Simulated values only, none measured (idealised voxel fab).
Process module under the name voxel wiring stack
Square cell edge 5 nm, section width 160 nm, ID cut.
For the purposes of this document, a cross-section shall be understood as a grid of square cells, specified as bands listed in top-to-bottom order, each band consisting of one or more rows of cells. Look at the band entry: it leads with the top's height and the bottom's height in nm. Then it lists the materials left to right, with a width in nm for each. The word "throughout" on a single material says that material fills the band edge to edge. The word "empty" is empty space. A quick word on heights: they are counted from 0, and under that level the wafer as it came to us is one material throughout. The lowest band is different from the rest in having no bottom; it simply continues downward, written as in "z 0 and below". Note: "30 to 40" means the width goes from the first number (top row of the band) to the second number (bottom row) in equal steps per row of cells. For the purposes of this document, the phrase "no alterations made" attached to a step denotes that no cell within the cross-section was modified by that step. "Sealed void inventory": empty spaces of 8 cells or more with no open way to the top, each given as width x height at distance, distance from the left edge, all in nm. after a step's settings: what the simulator itself notes on the step. What "overlay nm" on a step's line means: if the step has a mask, that mask lay this far to the right of its planned place, or, when the value is negative, to the left.
# Steps in the process plan
1,RECEIVE | material Si
2,CONFORMAL_DEP | material SiO2 | thk nm 15
3,DIRECTIONAL_DEP | material TiN | thk nm 5
4,DIRECTIONAL_DEP | material W | thk nm 25
5,PATTERN | tone cover | mask id METAL_1 | material resist | width nm 20 | pitch nm 40 | thk nm 20 | overlay nm -15
6,DIRECTIONAL_ETCH | etch materials W | depth nm 25
7,DIRECTIONAL_ETCH | etch materials TiN | depth nm 5
8,STRIP | etch materials resist
9,FILL_DEP | material lowk | thk nm 10
10,CMP | height nm 45
11,CONFORMAL_DEP | material SiCN | thk nm 5
12,DIRECTIONAL_DEP | material lowk | thk nm 30
13,DIRECTIONAL_DEP | material aC | thk nm 15
14,PATTERN | tone open | mask id METAL_2 | material resist | width nm 20 | pitch nm 40 | thk nm 30 | overlay nm 0
15,DIRECTIONAL_ETCH | etch materials aC | depth nm 15
16,STRIP | etch materials resist
17,DIRECTIONAL_ETCH | etch materials lowk | depth nm 15
18,STRIP | etch materials aC
19,MASKED_ETCH | tone open | mask id METAL_2_HOLES | width nm 15 | pitch nm 40 | etch materials lowk | depth nm 15 | overlay nm 0
20,MASKED_ETCH | tone open | mask id METAL_2_HOLES | width nm 15 | pitch nm 40 | etch materials SiCN | depth nm 5 | overlay nm 0
21,CONFORMAL_DEP | material TiN | thk nm 5
22,FILL_DEP | material Cu | thk nm 10
23,CMP | height nm 80
24,CONFORMAL_DEP | material SiN | thk nm 5
Same starting wafers, different overlay nm at step 5. Plan value belongs to the first wafer.
# first wafer as received, after step 1
- z 0 and below  Si throughout
- Sealed void inventory: none
# Per wafer, end of module: cells gained (+) or lost (-) per material since receipt, then closed voids
overlay nm -15 | +16 Cu | +26 SiCN | +32 SiN | +96 SiO2 | +40 TiN | +40 W | +294 lowk | Sealed void inventory: none
overlay nm -10 | +16 Cu | +26 SiCN | +32 SiN | +96 SiO2 | +40 TiN | +40 W | +294 lowk | Sealed void inventory: none
overlay nm -5 | +16 Cu | +26 SiCN | +32 SiN | +96 SiO2 | +40 TiN | +40 W | +294 lowk | Sealed void inventory: none
overlay nm 0 | +16 Cu | +26 SiCN | +32 SiN | +96 SiO2 | +40 TiN | +40 W | +294 lowk | Sealed void inventory: none
overlay nm 5 | +16 Cu | +26 SiCN | +32 SiN | +96 SiO2 | +40 TiN | +40 W | +294 lowk | Sealed void inventory: none
overlay nm 10 | +16 Cu | +26 SiCN | +32 SiN | +96 SiO2 | +40 TiN | +40 W | +294 lowk | Sealed void inventory: none
overlay nm 15 | +16 Cu | +26 SiCN | +32 SiN | +96 SiO2 | +40 TiN | +40 W | +294 lowk | Sealed void inventory: none
